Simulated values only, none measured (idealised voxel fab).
This section sets out a process module, namely voxel transistor to metal.
This is section cut - it's 205 nm across, gridded in 5 nm square cells.
Format of a cross-section: grid, square cells. Given as bands. Order: top down. Band: one or more rows of cells. Band entry format. Leading values: height of top, height of bottom, nm. Remainder: materials in left-to-right order, each with its width in nm. Special words: "throughout" on a single material, which then fills the band edge to edge; "empty", empty space. Height datum 0, below which the as-received substrate wafer is one material. Lowest band open at the bottom, running downward: "0 and below". A width such as "30..40" changes by the same amount from each row of cells to the next, from the band's top row to its bottom row. Reading "nothing altered" for a step: not a cell of the cross-section changed in it. Enclosed voids (no open way to top), threshold 8 cells or more, entry "Enclosed voids", notation width x height at distance, distance from left edge, nm. Heads up: the bit after the settings on a step's line is the simulator's remark on that step. Steps that use a mask can have "overlay nm" on their line. It says how far the mask sat to the right of where it was meant to be. Negative means to the left.
[Steps in the process plan]
step 1: RECEIVE | material Si
step 2: OXIDIZE | depth nm 5
step 3: CONFORMAL_DEP | material SiN | thk nm 15
step 4: DIRECTIONAL_DEP | material aC | thk nm 10
step 5: PATTERN | tone cover | mask id ACTIVE | material resist | width nm 105 | thk nm 25 | overlay nm 0
step 6: DIRECTIONAL_ETCH | etch materials aC | depth nm 10
step 7: STRIP | etch materials resist
step 8: DIRECTIONAL_ETCH | etch materials SiN | depth nm 15
step 9: DIRECTIONAL_ETCH | etch materials SiO2 | depth nm 5
step 10: DIRECTIONAL_ETCH | etch materials Si | depth nm 35
step 11: STRIP | etch materials aC
step 12: FILL_DEP | material SiO2 | thk nm 15
step 13: CMP | height nm 15
step 14: SELECTIVE_ETCH | etch materials SiO2 | depth nm 10
step 15: STRIP | etch materials SiN
step 16: SELECTIVE_ETCH | etch materials SiO2 | depth nm 5
step 17: OXIDIZE | depth nm 5
step 18: DIRECTIONAL_DEP | material polySi | thk nm 20
step 19: DIRECTIONAL_DEP | material SiCN | thk nm 15
step 20: MASKED_ETCH | tone cover | mask id GATE | width nm 25 | etch materials SiCN | depth nm 25 | overlay nm 0
step 21: MASKED_ETCH | tone cover | mask id GATE | width nm 25 | etch materials polySi | depth nm 30 | overlay nm 0
step 22: CONFORMAL_DEP | material SiN | thk nm 10
step 23: DIRECTIONAL_ETCH | etch materials SiN | depth nm 10
step 24: DIRECTIONAL_ETCH | etch materials SiO2 | depth nm 5
step 25: DIRECTIONAL_ETCH | etch materials Si | depth nm 15
step 26: EPI | material pSi | thk nm 15
step 27: FILL_DEP | material SiO2 | thk nm 10
step 28: CMP | height nm 15
step 29: STRIP | etch materials polySi
step 30: SELECTIVE_ETCH | etch materials SiO2 | depth nm 5
step 31: CONFORMAL_DEP | material HfO2 | thk nm 5
step 32: CONFORMAL_DEP | material TiN | thk nm 5
step 33: FILL_DEP | material W | thk nm 5
step 34: CMP | height nm 10
step 35: DIRECTIONAL_DEP | material SiO2 | thk nm 15
step 36: MASKED_ETCH | tone open | mask id CONTACT | width nm 15 | pitch nm 80 | etch materials SiO2 | depth nm 20 | overlay nm 0
step 37: CONFORMAL_DEP | material TiN | thk nm 5
step 38: FILL_DEP | material W | thk nm 5
step 39: CMP | height nm 25
step 40: CONFORMAL_DEP | material SiCN | thk nm 5
step 41: DIRECTIONAL_DEP | material SiO2 | thk nm 25
step 42: DIRECTIONAL_DEP | material aC | thk nm 10
step 43: PATTERN | tone open | mask id METAL_1 | material resist | width nm 15 | pitch nm 80 | thk nm 30 | overlay nm 0
step 44: DIRECTIONAL_ETCH | etch materials aC | depth nm 10
step 45: STRIP | etch materials resist
step 46: DIRECTIONAL_ETCH | etch materials SiO2 | depth nm 25
step 47: DIRECTIONAL_ETCH | etch materials SiCN | depth nm 5
step 48: STRIP | etch materials aC
step 49: CONFORMAL_DEP | material TiN | thk nm 5
step 50: FILL_DEP | material W | thk nm 5
step 51: CMP | height nm 55
step 52: EPI | material Ru | thk nm 5
step 53: FILL_DEP | material SiCN | thk nm 5
[Cross-section of the wafer as it came to us, i.e., already through step 1]
0 and below | Si throughout
Enclosed voids: none
[As-planned run: cross-section of the first of two wafers at end of module]
65 down to 60 | SiCN throughout
60 down to 55 | SiCN (50); Ru (25); SiCN (55); Ru (25); SiCN (50)
55 down to 30 | SiO2 (55); TiN (5); W (5); TiN (5); SiO2 (65); TiN (5); W (5); TiN (5); SiO2 (55)
30 down to 25 | SiCN (55); TiN (15); SiCN (65); TiN (15); SiCN (55)
25 down to 10 | SiO2 (55); TiN (5); W (5); TiN (5); SiO2 (65); TiN (5); W (5); TiN (5); SiO2 (55)
10 down to 5 | SiO2 (55); TiN (15); SiO2 (10); SiN (10); HfO2 (5); TiN (5); W (5); TiN (5); HfO2 (5); SiN (10); SiO2 (10); TiN (15); SiO2 (55)
5 down to 0 | SiO2 (50); pSi (30); SiN (10); HfO2 (5); TiN (5); W (5); TiN (5); HfO2 (5); SiN (10); pSi (30); SiO2 (50)
0 down to -5 | SiO2 (45); SiN (10); pSi (25); SiN (10); HfO2 (5); TiN (15); HfO2 (5); SiN (10); pSi (25); SiN (10); SiO2 (45)
-5 down to -10 | SiO2 (55); pSi (25); SiO2 (5); HfO2 (35); SiO2 (5); pSi (25); SiO2 (55)
-10 down to -25 | SiO2 (50); Si (5); pSi (25); Si (45); pSi (25); Si (5); SiO2 (50)
-25 down to -40 | SiO2 (50); Si (105); SiO2 (50)
-40 and below | Si throughout
Enclosed voids: none
[Wafer two, sectioned after the module: the first wafer's start, the first wafer's plan, and one mistake in how it was run]
65 down to 60 | SiCN throughout
60 down to 55 | SiCN (50); Ru (25); SiCN (55); Ru (25); SiCN (50)
55 down to 30 | SiO2 (55); TiN (5); W (5); TiN (5); SiO2 (65); TiN (5); W (5); TiN (5); SiO2 (55)
30 down to 25 | SiCN (55); TiN (15); SiCN (65); TiN (15); SiCN (55)
25 down to 10 | SiO2 (55); TiN (5); W (5); TiN (5); SiO2 (65); TiN (5); W (5); TiN (5); SiO2 (55)
10 down to 5 | SiO2 (55); TiN (15); SiO2 (10); SiN (10); SiCN (25); SiN (10); SiO2 (10); TiN (15); SiO2 (55)
5 down to 0 | SiO2 (50); pSi (30); SiN (10); SiCN (25); SiN (10); pSi (30); SiO2 (50)
0 down to -5 | SiO2 (45); SiN (10); pSi (25); SiN (10); SiCN (25); SiN (10); pSi (25); SiN (10); SiO2 (45)
-5 down to -10 | SiO2 (55); pSi (25); SiO2 (45); pSi (25); SiO2 (55)
-10 down to -25 | SiO2 (50); Si (5); pSi (25); Si (45); pSi (25); Si (5); SiO2 (50)
-25 down to -40 | SiO2 (50); Si (105); SiO2 (50)
-40 and below | Si throughout
Enclosed voids: none
What was done differently from what was planned? step 18 was dropped from the plan's execution and never run
Count the cells at the end and the second wafer has more or fewer of some materials than the first: HfO2: 13 fewer, SiCN: 15 more, SiO2: 7 more, TiN: 7 fewer, W: 2 fewer
